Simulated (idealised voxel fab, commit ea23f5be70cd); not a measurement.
Module name: voxel self aligned contacts (process module)
Shown is cross-section cut, with a width of 290 nm and square cells of size 5 nm.
A cross-section in this document is a grid of square cells, and it is written down as bands, the top band listed before the ones below it; a band is made up of one or more rows of cells.
Within each band entry, the heights of the top and of the bottom of the band appear first, in that order and in nm; the materials of the band then follow from left to right, each with its corresponding width in nm. The designation "edge to edge" on a single material indicates that it fills the band from edge to edge; the designation "air" indicates empty space.
Below 0: as-received wafer, all one material; heights counted from there. Lowest band: no bottom, goes on down, written "top 0, no bottom".
Note: "30->40" means the width goes from the first number (top row of the band) to the second number (bottom row) in equal steps per row of cells.
"changes: none" (step): cross-section cells unchanged, all of them.
Sealed void inventory: empty space of 8 cells or more with no open way to the top, each as width x height at its distance from the left edge, in nm
The remark found on a step's line after its settings is issued by the simulator itself and pertains to that step.
overlay nm: for a step with a mask, the amount by which the mask lay right of where it was planned; a negative amount means left of it.

**List of planned process steps**
1 RECEIVE with material Si
2 CONFORMAL_DEP with material SiO2, thk nm 5
3 DIRECTIONAL_DEP with material polySi, thk nm 25
4 DIRECTIONAL_DEP with material SiN, thk nm 20
5 DIRECTIONAL_DEP with material aC, thk nm 10
6 PATTERN with tone cover, mask id GATE, material resist, width nm 35, pitch nm 80, thk nm 25, overlay nm 0
7 DIRECTIONAL_ETCH with etch materials aC, depth nm 10
8 STRIP with etch materials resist
9 DIRECTIONAL_ETCH with etch materials SiN, depth nm 20
10 DIRECTIONAL_ETCH with etch materials polySi, depth nm 25
11 STRIP with etch materials aC
12 CONFORMAL_DEP with material SiN, thk nm 10
13 DIRECTIONAL_ETCH with etch materials SiN, depth nm 10
14 FILL_DEP with material SiO2, thk nm 15
15 CMP with height nm 55
16 MASKED_ETCH with tone open, mask id CONTACT, width nm 65, pitch nm 80, etch materials SiO2, depth nm 55, overlay nm 0
17 CONFORMAL_DEP with material TiN, thk nm 5
18 FILL_DEP with material W, thk nm 5
19 CMP with height nm 55
20 CONFORMAL_DEP with material SiN, thk nm 5

**Wafer, first of two, run as planned**

**As-received state of the wafer in cross-section, equivalent to post-step 1**
* top 0, no bottom  Si edge to edge
* Sealed void inventory: none

**After step 2, in cross-section**
* top 5, bottom 0  SiO2 edge to edge
* All layers under 0 are left as they were.

**After step 3, in cross-section**
* top 30, bottom 5  polySi edge to edge
* All layers under 5 are left as they were.

**After step 4, in cross-section**
* top 50, bottom 30  SiN edge to edge
* All layers under 30 are left as they were.

**After step 5, in cross-section**
* top 60, bottom 50  aC edge to edge
* All layers under 50 are left as they were.

**After step 6, in cross-section**
* top 85, bottom 60  air 45 nm, resist 35 nm, air 45 nm, resist 35 nm, air 45 nm, resist 35 nm, air 50 nm
* All layers under 60 are left as they were.

**After step 7, in cross-section**
* top 75, bottom 60  air 45 nm, resist 35 nm, air 45 nm, resist 35 nm, air 45 nm, resist 35 nm, air 50 nm
* top 60, bottom 50  air 45 nm, aC 35 nm, air 45 nm, aC 35 nm, air 45 nm, aC 35 nm, air 50 nm
* All layers under 50 are left as they were.

**After step 8, in cross-section**
* top 60, bottom 50  air 45 nm, aC 35 nm, air 45 nm, aC 35 nm, air 45 nm, aC 35 nm, air 50 nm
* All layers under 50 are left as they were.

**After step 9, in cross-section**
* top 60, bottom 50  air 45 nm, aC 35 nm, air 45 nm, aC 35 nm, air 45 nm, aC 35 nm, air 50 nm
* top 50, bottom 30  air 45 nm, SiN 35 nm, air 45 nm, SiN 35 nm, air 45 nm, SiN 35 nm, air 50 nm
* All layers under 30 are left as they were.

**After step 10, in cross-section**
* top 60, bottom 50  air 45 nm, aC 35 nm, air 45 nm, aC 35 nm, air 45 nm, aC 35 nm, air 50 nm
* top 50, bottom 30  air 45 nm, SiN 35 nm, air 45 nm, SiN 35 nm, air 45 nm, SiN 35 nm, air 50 nm
* top 30, bottom 5  air 45 nm, polySi 35 nm, air 45 nm, polySi 35 nm, air 45 nm, polySi 35 nm, air 50 nm
* All layers under 5 are left as they were.

**After step 11, in cross-section**
* top 50, bottom 30  air 45 nm, SiN 35 nm, air 45 nm, SiN 35 nm, air 45 nm, SiN 35 nm, air 50 nm
* All layers under 30 are left as they were.

**After step 12, in cross-section**
* top 60, bottom 30  air 35 nm, SiN 55 nm, air 25 nm, SiN 55 nm, air 25 nm, SiN 55 nm, air 40 nm
* top 30, bottom 15  air 35 nm, SiN 10 nm, polySi 35 nm, SiN 10 nm, air 25 nm, SiN 10 nm, polySi 35 nm, SiN 10 nm, air 25 nm, SiN 10 nm, polySi 35 nm, SiN 10 nm, air 40 nm
* top 15, bottom 5  SiN 45 nm, polySi 35 nm, SiN 45 nm, polySi 35 nm, SiN 45 nm, polySi 35 nm, SiN 50 nm
* All layers under 5 are left as they were.

**After step 13, in cross-section**
* top 50, bottom 30  air 35 nm, SiN 55 nm, air 25 nm, SiN 55 nm, air 25 nm, SiN 55 nm, air 40 nm
* top 30, bottom 5  air 35 nm, SiN 10 nm, polySi 35 nm, SiN 10 nm, air 25 nm, SiN 10 nm, polySi 35 nm, SiN 10 nm, air 25 nm, SiN 10 nm, polySi 35 nm, SiN 10 nm, air 40 nm
* All layers under 5 are left as they were.

**After step 14, in cross-section**
* top 65, bottom 50  SiO2 edge to edge
* top 50, bottom 30  SiO2 35 nm, SiN 55 nm, SiO2 25 nm, SiN 55 nm, SiO2 25 nm, SiN 55 nm, SiO2 40 nm
* top 30, bottom 5  SiO2 35 nm, SiN 10 nm, polySi 35 nm, SiN 10 nm, SiO2 25 nm, SiN 10 nm, polySi 35 nm, SiN 10 nm, SiO2 25 nm, SiN 10 nm, polySi 35 nm, SiN 10 nm, SiO2 40 nm
* All layers under 5 are left as they were.

**After step 15, in cross-section**
* top 55, bottom 50  SiO2 edge to edge
* All layers under 50 are left as they were.

**After step 16, in cross-section**
* top 55, bottom 50  SiO2 70 nm, air 65 nm, SiO2 15 nm, air 65 nm, SiO2 75 nm
* top 50, bottom 30  SiO2 35 nm, SiN 55 nm, air 25 nm, SiN 55 nm, air 25 nm, SiN 55 nm, SiO2 40 nm
* top 30, bottom 5  SiO2 35 nm, SiN 10 nm, polySi 35 nm, SiN 10 nm, air 25 nm, SiN 10 nm, polySi 35 nm, SiN 10 nm, air 25 nm, SiN 10 nm, polySi 35 nm, SiN 10 nm, SiO2 40 nm
* top 5, bottom 0  SiO2 90 nm, air 25 nm, SiO2 55 nm, air 25 nm, SiO2 95 nm
* All layers under 0 are left as they were.

**After step 17, in cross-section**
* top 60, bottom 55  TiN 75 nm, air 55 nm, TiN 25 nm, air 55 nm, TiN 80 nm
* top 55, bottom 50  SiO2 70 nm, TiN 25 nm, air 15 nm, TiN 25 nm, SiO2 15 nm, TiN 25 nm, air 15 nm, TiN 25 nm, SiO2 75 nm
* top 50, bottom 30  SiO2 35 nm, SiN 55 nm, TiN 5 nm, air 15 nm, TiN 5 nm, SiN 55 nm, TiN 5 nm, air 15 nm, TiN 5 nm, SiN 55 nm, SiO2 40 nm
* top 30, bottom 5  SiO2 35 nm, SiN 10 nm, polySi 35 nm, SiN 10 nm, TiN 5 nm, air 15 nm, TiN 5 nm, SiN 10 nm, polySi 35 nm, SiN 10 nm, TiN 5 nm, air 15 nm, TiN 5 nm, SiN 10 nm, polySi 35 nm, SiN 10 nm, SiO2 40 nm
* top 5, bottom 0  SiO2 90 nm, TiN 25 nm, SiO2 55 nm, TiN 25 nm, SiO2 95 nm
* All layers under 0 are left as they were.

**After step 18, in cross-section**
* top 65, bottom 60  W edge to edge
* top 60, bottom 55  TiN 75 nm, W 55 nm, TiN 25 nm, W 55 nm, TiN 80 nm
* top 55, bottom 50  SiO2 70 nm, TiN 25 nm, W 15 nm, TiN 25 nm, SiO2 15 nm, TiN 25 nm, W 15 nm, TiN 25 nm, SiO2 75 nm
* top 50, bottom 30  SiO2 35 nm, SiN 55 nm, TiN 5 nm, W 15 nm, TiN 5 nm, SiN 55 nm, TiN 5 nm, W 15 nm, TiN 5 nm, SiN 55 nm, SiO2 40 nm
* top 30, bottom 5  SiO2 35 nm, SiN 10 nm, polySi 35 nm, SiN 10 nm, TiN 5 nm, W 15 nm, TiN 5 nm, SiN 10 nm, polySi 35 nm, SiN 10 nm, TiN 5 nm, W 15 nm, TiN 5 nm, SiN 10 nm, polySi 35 nm, SiN 10 nm, SiO2 40 nm
* All layers under 5 are left as they were.

**After step 19, in cross-section**
* top 55, bottom 50  SiO2 70 nm, TiN 25 nm, W 15 nm, TiN 25 nm, SiO2 15 nm, TiN 25 nm, W 15 nm, TiN 25 nm, SiO2 75 nm
* All layers under 50 are left as they were.

**After step 20, in cross-section**
* top 60, bottom 55  SiN edge to edge
* All layers under 55 are left as they were.

**The second wafer: identical to the first at the outset and in its planned sequence, differing only in that one mistake was made during processing; up to and including step 5, its path is the first wafer's path**

**Second wafer, section view, time point: scheduled end of step 6**
* top 85, bottom 60  air 50 nm, resist 30 nm, air 50 nm, resist 30 nm, air 50 nm, resist 30 nm, air 50 nm
* All layers under 60 are left as they were.

**Second wafer, section view, time point: scheduled end of step 7**
* top 75, bottom 60  air 50 nm, resist 30 nm, air 50 nm, resist 30 nm, air 50 nm, resist 30 nm, air 50 nm
* top 60, bottom 50  air 50 nm, aC 30 nm, air 50 nm, aC 30 nm, air 50 nm, aC 30 nm, air 50 nm
* All layers under 50 are left as they were.

**Second wafer, section view, time point: scheduled end of step 8**
* top 60, bottom 50  air 50 nm, aC 30 nm, air 50 nm, aC 30 nm, air 50 nm, aC 30 nm, air 50 nm
* All layers under 50 are left as they were.

**Second wafer, section view, time point: scheduled end of step 9**
* top 60, bottom 50  air 50 nm, aC 30 nm, air 50 nm, aC 30 nm, air 50 nm, aC 30 nm, air 50 nm
* top 50, bottom 30  air 50 nm, SiN 30 nm, air 50 nm, SiN 30 nm, air 50 nm, SiN 30 nm, air 50 nm
* All layers under 30 are left as they were.

**Second wafer, section view, time point: scheduled end of step 10**
* top 60, bottom 50  air 50 nm, aC 30 nm, air 50 nm, aC 30 nm, air 50 nm, aC 30 nm, air 50 nm
* top 50, bottom 30  air 50 nm, SiN 30 nm, air 50 nm, SiN 30 nm, air 50 nm, SiN 30 nm, air 50 nm
* top 30, bottom 5  air 50 nm, polySi 30 nm, air 50 nm, polySi 30 nm, air 50 nm, polySi 30 nm, air 50 nm
* All layers under 5 are left as they were.

**Second wafer, section view, time point: scheduled end of step 11**
* top 50, bottom 30  air 50 nm, SiN 30 nm, air 50 nm, SiN 30 nm, air 50 nm, SiN 30 nm, air 50 nm
* All layers under 30 are left as they were.

**Second wafer, section view, time point: scheduled end of step 12**
* top 60, bottom 30  air 40 nm, SiN 50 nm, air 30 nm, SiN 50 nm, air 30 nm, SiN 50 nm, air 40 nm
* top 30, bottom 15  air 40 nm, SiN 10 nm, polySi 30 nm, SiN 10 nm, air 30 nm, SiN 10 nm, polySi 30 nm, SiN 10 nm, air 30 nm, SiN 10 nm, polySi 30 nm, SiN 10 nm, air 40 nm
* top 15, bottom 5  SiN 50 nm, polySi 30 nm, SiN 50 nm, polySi 30 nm, SiN 50 nm, polySi 30 nm, SiN 50 nm
* All layers under 5 are left as they were.

**Second wafer, section view, time point: scheduled end of step 13**
* top 50, bottom 30  air 40 nm, SiN 50 nm, air 30 nm, SiN 50 nm, air 30 nm, SiN 50 nm, air 40 nm
* top 30, bottom 5  air 40 nm, SiN 10 nm, polySi 30 nm, SiN 10 nm, air 30 nm, SiN 10 nm, polySi 30 nm, SiN 10 nm, air 30 nm, SiN 10 nm, polySi 30 nm, SiN 10 nm, air 40 nm
* All layers under 5 are left as they were.

**Second wafer, section view, time point: scheduled end of step 14**
* top 65, bottom 50  SiO2 edge to edge
* top 50, bottom 30  SiO2 40 nm, SiN 50 nm, SiO2 30 nm, SiN 50 nm, SiO2 30 nm, SiN 50 nm, SiO2 40 nm
* top 30, bottom 5  SiO2 40 nm, SiN 10 nm, polySi 30 nm, SiN 10 nm, SiO2 30 nm, SiN 10 nm, polySi 30 nm, SiN 10 nm, SiO2 30 nm, SiN 10 nm, polySi 30 nm, SiN 10 nm, SiO2 40 nm
* All layers under 5 are left as they were.

**Second wafer, section view, time point: scheduled end of step 15**
* top 55, bottom 50  SiO2 edge to edge
* All layers under 50 are left as they were.

**Second wafer, section view, time point: scheduled end of step 16**
* top 55, bottom 50  SiO2 70 nm, air 65 nm, SiO2 15 nm, air 65 nm, SiO2 75 nm
* top 50, bottom 30  SiO2 40 nm, SiN 50 nm, air 30 nm, SiN 50 nm, air 30 nm, SiN 50 nm, SiO2 40 nm
* top 30, bottom 5  SiO2 40 nm, SiN 10 nm, polySi 30 nm, SiN 10 nm, air 30 nm, SiN 10 nm, polySi 30 nm, SiN 10 nm, air 30 nm, SiN 10 nm, polySi 30 nm, SiN 10 nm, SiO2 40 nm
* top 5, bottom 0  SiO2 90 nm, air 30 nm, SiO2 50 nm, air 30 nm, SiO2 90 nm
* All layers under 0 are left as they were.

**Second wafer, section view, time point: scheduled end of step 17**
* top 60, bottom 55  TiN 75 nm, air 55 nm, TiN 25 nm, air 55 nm, TiN 80 nm
* top 55, bottom 50  SiO2 70 nm, TiN 25 nm, air 20 nm, TiN 20 nm, SiO2 15 nm, TiN 25 nm, air 20 nm, TiN 20 nm, SiO2 75 nm
* top 50, bottom 30  SiO2 40 nm, SiN 50 nm, TiN 5 nm, air 20 nm, TiN 5 nm, SiN 50 nm, TiN 5 nm, air 20 nm, TiN 5 nm, SiN 50 nm, SiO2 40 nm
* top 30, bottom 5  SiO2 40 nm, SiN 10 nm, polySi 30 nm, SiN 10 nm, TiN 5 nm, air 20 nm, TiN 5 nm, SiN 10 nm, polySi 30 nm, SiN 10 nm, TiN 5 nm, air 20 nm, TiN 5 nm, SiN 10 nm, polySi 30 nm, SiN 10 nm, SiO2 40 nm
* top 5, bottom 0  SiO2 90 nm, TiN 30 nm, SiO2 50 nm, TiN 30 nm, SiO2 90 nm
* All layers under 0 are left as they were.

**Second wafer, section view, time point: scheduled end of step 18**
* top 65, bottom 60  W edge to edge
* top 60, bottom 55  TiN 75 nm, W 55 nm, TiN 25 nm, W 55 nm, TiN 80 nm
* top 55, bottom 50  SiO2 70 nm, TiN 25 nm, W 20 nm, TiN 20 nm, SiO2 15 nm, TiN 25 nm, W 20 nm, TiN 20 nm, SiO2 75 nm
* top 50, bottom 30  SiO2 40 nm, SiN 50 nm, TiN 5 nm, W 20 nm, TiN 5 nm, SiN 50 nm, TiN 5 nm, W 20 nm, TiN 5 nm, SiN 50 nm, SiO2 40 nm
* top 30, bottom 5  SiO2 40 nm, SiN 10 nm, polySi 30 nm, SiN 10 nm, TiN 5 nm, W 20 nm, TiN 5 nm, SiN 10 nm, polySi 30 nm, SiN 10 nm, TiN 5 nm, W 20 nm, TiN 5 nm, SiN 10 nm, polySi 30 nm, SiN 10 nm, SiO2 40 nm
* All layers under 5 are left as they were.

**Second wafer, section view, time point: scheduled end of step 19**
* top 55, bottom 50  SiO2 70 nm, TiN 25 nm, W 20 nm, TiN 20 nm, SiO2 15 nm, TiN 25 nm, W 20 nm, TiN 20 nm, SiO2 75 nm
* All layers under 50 are left as they were.

**Second wafer, section view, time point: scheduled end of step 20**
* top 60, bottom 55  SiN edge to edge
* All layers under 55 are left as they were.
The plan and the run diverged here: in deviation from the planned setting, step 6 was conducted as PATTERN with tone cover, mask id GATE, material resist, width nm 30, pitch nm 80, thk nm 25, overlay nm 0
It is noted that, at the conclusion of processing, the second wafer exhibits a higher or lower cell count for certain materials relative to the first: SiN -12, SiO2 +7, W +20, polySi -15
